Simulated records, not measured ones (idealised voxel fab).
process module | voxel wiring stack
cross-section cut | 195 nm wide | cells 5 nm
A cross-section is a grid of square cells, given in bands from the top down. A band is one or more rows of cells.
Each band's line starts with the height of the band's top and of its bottom, in nm. Then come its materials from left to right, each with its width in nm. One material with "throughout" fills the band from edge to edge. "air" is empty space.
Height 0 is the level under which the wafer as received is all one material. The lowest band goes on downwards, as in "0 down".
A width such as "30 to 40" changes by the same amount from each row of cells to the next, from the band's top row to its bottom row.
"no change" after a step means that no cell of the cross-section changed.
closed voids: empty space of 8 cells or more with no open way to the top, each as width x height at its distance from the left edge, in nm
after a step's settings: what the simulator itself notes on the step
overlay nm, on a step with a mask: how far to the right of its planned place the mask lay; to the left if negative
plan
1 op RECEIVE | material Si
2 op CONFORMAL_DEP | material SiO2 | thk nm 10
3 op CONFORMAL_DEP | material SiN | thk nm 5
4 op DIRECTIONAL_DEP | material SiO2 | thk nm 15
5 op DIRECTIONAL_DEP | material aC | thk nm 15
6 op PATTERN | tone open | mask id METAL_1 | material resist | width nm 25 | pitch nm 40 | thk nm 35 | overlay nm 0
7 op DIRECTIONAL_ETCH | etch materials aC | depth nm 15
8 op STRIP | etch materials resist
9 op DIRECTIONAL_ETCH | etch materials SiO2 | depth nm 15
10 op DIRECTIONAL_ETCH | etch materials SiN | depth nm 5
11 op STRIP | etch materials aC
12 op CONFORMAL_DEP | material TiN | thk nm 5
13 op FILL_DEP | material W | thk nm 10
14 op CMP | height nm 30
15 op EPI | material Ru | thk nm 5
16 op FILL_DEP | material SiCN | thk nm 5
17 op DIRECTIONAL_DEP | material lowk | thk nm 15
18 op DIRECTIONAL_DEP | material aC | thk nm 10
19 op PATTERN | tone open | mask id PLUG_1 | material resist | width nm 15 | pitch nm 40 | thk nm 30 | overlay nm 0
20 op DIRECTIONAL_ETCH | etch materials aC | depth nm 10
21 op STRIP | etch materials resist
22 op DIRECTIONAL_ETCH | etch materials lowk | depth nm 15
23 op DIRECTIONAL_ETCH | etch materials SiCN | depth nm 5
24 op STRIP | etch materials aC
25 op CONFORMAL_DEP | material TiN | thk nm 5
26 op FILL_DEP | material W | thk nm 10
27 op CMP | height nm 55
28 op CONFORMAL_DEP | material SiN | thk nm 5
29 op DIRECTIONAL_DEP | material SiO2 | thk nm 20
30 op MASKED_ETCH | tone open | mask id METAL_2 | width nm 25 | pitch nm 40 | etch materials SiO2 | depth nm 20 | overlay nm 0
31 op MASKED_ETCH | tone open | mask id METAL_2 | width nm 25 | pitch nm 40 | etch materials SiN | depth nm 5 | overlay nm 0
32 op CONFORMAL_DEP | material TiN | thk nm 5
33 op FILL_DEP | material Cu | thk nm 5
34 op CMP | height nm 80
35 op CONFORMAL_DEP | material SiCN | thk nm 5
36 op DIRECTIONAL_DEP | material SiO2 | thk nm 20
37 op DIRECTIONAL_DEP | material aC | thk nm 15
38 op PATTERN | tone open | mask id PLUG_2 | material resist | width nm 15 | pitch nm 40 | thk nm 30 | overlay nm 0
39 op DIRECTIONAL_ETCH | etch materials aC | depth nm 15
40 op STRIP | etch materials resist
41 op DIRECTIONAL_ETCH | etch materials SiO2 | depth nm 20
42 op DIRECTIONAL_ETCH | etch materials SiCN | depth nm 5
43 op STRIP | etch materials aC
44 op CONFORMAL_DEP | material TiN | thk nm 5
45 op FILL_DEP | material W | thk nm 10
46 op CMP | height nm 105
47 op DIRECTIONAL_DEP | material TiN | thk nm 5
48 op DIRECTIONAL_DEP | material W | thk nm 25
49 op PATTERN | tone cover | mask id METAL_3 | material resist | width nm 25 | pitch nm 40 | thk nm 20 | overlay nm 0
50 op DIRECTIONAL_ETCH | etch materials W | depth nm 25
51 op DIRECTIONAL_ETCH | etch materials TiN | depth nm 5
52 op STRIP | etch materials resist
53 op FILL_DEP | material lowk | thk nm 5
54 op CMP | height nm 135
55 op CONFORMAL_DEP | material SiN | thk nm 5
as received, after step 1
  0 down: Si throughout
  closed voids: none
first wafer at the end, as planned
  140 to 135: SiN throughout
  135 to 110: lowk 45 | W 25 | lowk 15 | W 25 | lowk 15 | W 25 | lowk 45
  110 to 105: lowk 45 | TiN 25 | lowk 15 | TiN 25 | lowk 15 | TiN 25 | lowk 45
  105 to 85: SiO2 45 | TiN 5 | W 5 | TiN 5 | SiO2 25 | TiN 5 | W 5 | TiN 5 | SiO2 25 | TiN 5 | W 5 | TiN 5 | SiO2 55
  85 to 80: SiCN 45 | TiN 15 | SiCN 25 | TiN 15 | SiCN 25 | TiN 15 | SiCN 55
  80 to 60: SiO2 45 | TiN 5 | Cu 15 | TiN 5 | SiO2 15 | TiN 5 | Cu 15 | TiN 5 | SiO2 15 | TiN 5 | Cu 15 | TiN 5 | SiO2 45
  60 to 55: SiN 45 | TiN 25 | SiN 15 | TiN 25 | SiN 15 | TiN 25 | SiN 45
  55 to 40: lowk 45 | TiN 5 | W 5 | TiN 5 | lowk 25 | TiN 5 | W 5 | TiN 5 | lowk 25 | TiN 5 | W 5 | TiN 5 | lowk 55
  40 to 35: SiCN 45 | TiN 15 | SiCN 25 | TiN 15 | SiCN 25 | TiN 15 | SiCN 55
  35 to 30: SiCN 40 | Ru 35 | SiCN 5 | Ru 35 | SiCN 5 | Ru 35 | SiCN 40
  30 to 15: SiO2 45 | TiN 5 | W 15 | TiN 5 | SiO2 15 | TiN 5 | W 15 | TiN 5 | SiO2 15 | TiN 5 | W 15 | TiN 5 | SiO2 45
  15 to 10: SiN 45 | TiN 25 | SiN 15 | TiN 25 | SiN 15 | TiN 25 | SiN 45
  10 to 0: SiO2 throughout
  0 down: Si throughout
  closed voids: none
second wafer at the end: like start, like plan, one mistake
  140 to 135: SiN throughout
  135 to 110: TiN 45 | W 25 | TiN 15 | W 25 | TiN 15 | W 25 | TiN 45
  110 to 105: TiN throughout
  105 to 85: SiO2 45 | TiN 5 | W 5 | TiN 5 | SiO2 25 | TiN 5 | W 5 | TiN 5 | SiO2 25 | TiN 5 | W 5 | TiN 5 | SiO2 55
  85 to 80: SiCN 45 | TiN 15 | SiCN 25 | TiN 15 | SiCN 25 | TiN 15 | SiCN 55
  80 to 60: SiO2 45 | TiN 5 | Cu 15 | TiN 5 | SiO2 15 | TiN 5 | Cu 15 | TiN 5 | SiO2 15 | TiN 5 | Cu 15 | TiN 5 | SiO2 45
  60 to 55: SiN 45 | TiN 25 | SiN 15 | TiN 25 | SiN 15 | TiN 25 | SiN 45
  55 to 40: lowk 45 | TiN 5 | W 5 | TiN 5 | lowk 25 | TiN 5 | W 5 | TiN 5 | lowk 25 | TiN 5 | W 5 | TiN 5 | lowk 55
  40 to 35: SiCN 45 | TiN 15 | SiCN 25 | TiN 15 | SiCN 25 | TiN 15 | SiCN 55
  35 to 30: SiCN 40 | Ru 35 | SiCN 5 | Ru 35 | SiCN 5 | Ru 35 | SiCN 40
  30 to 15: SiO2 45 | TiN 5 | W 15 | TiN 5 | SiO2 15 | TiN 5 | W 15 | TiN 5 | SiO2 15 | TiN 5 | W 15 | TiN 5 | SiO2 45
  15 to 10: SiN 45 | TiN 25 | SiN 15 | TiN 25 | SiN 15 | TiN 25 | SiN 45
  10 to 0: SiO2 throughout
  0 down: Si throughout
  closed voids: none
what went wrong: step 53 ran as: op FILL_DEP | material TiN | thk nm 5
at the end the second wafer has, in cells: 144 more of TiN | 144 fewer of lowk
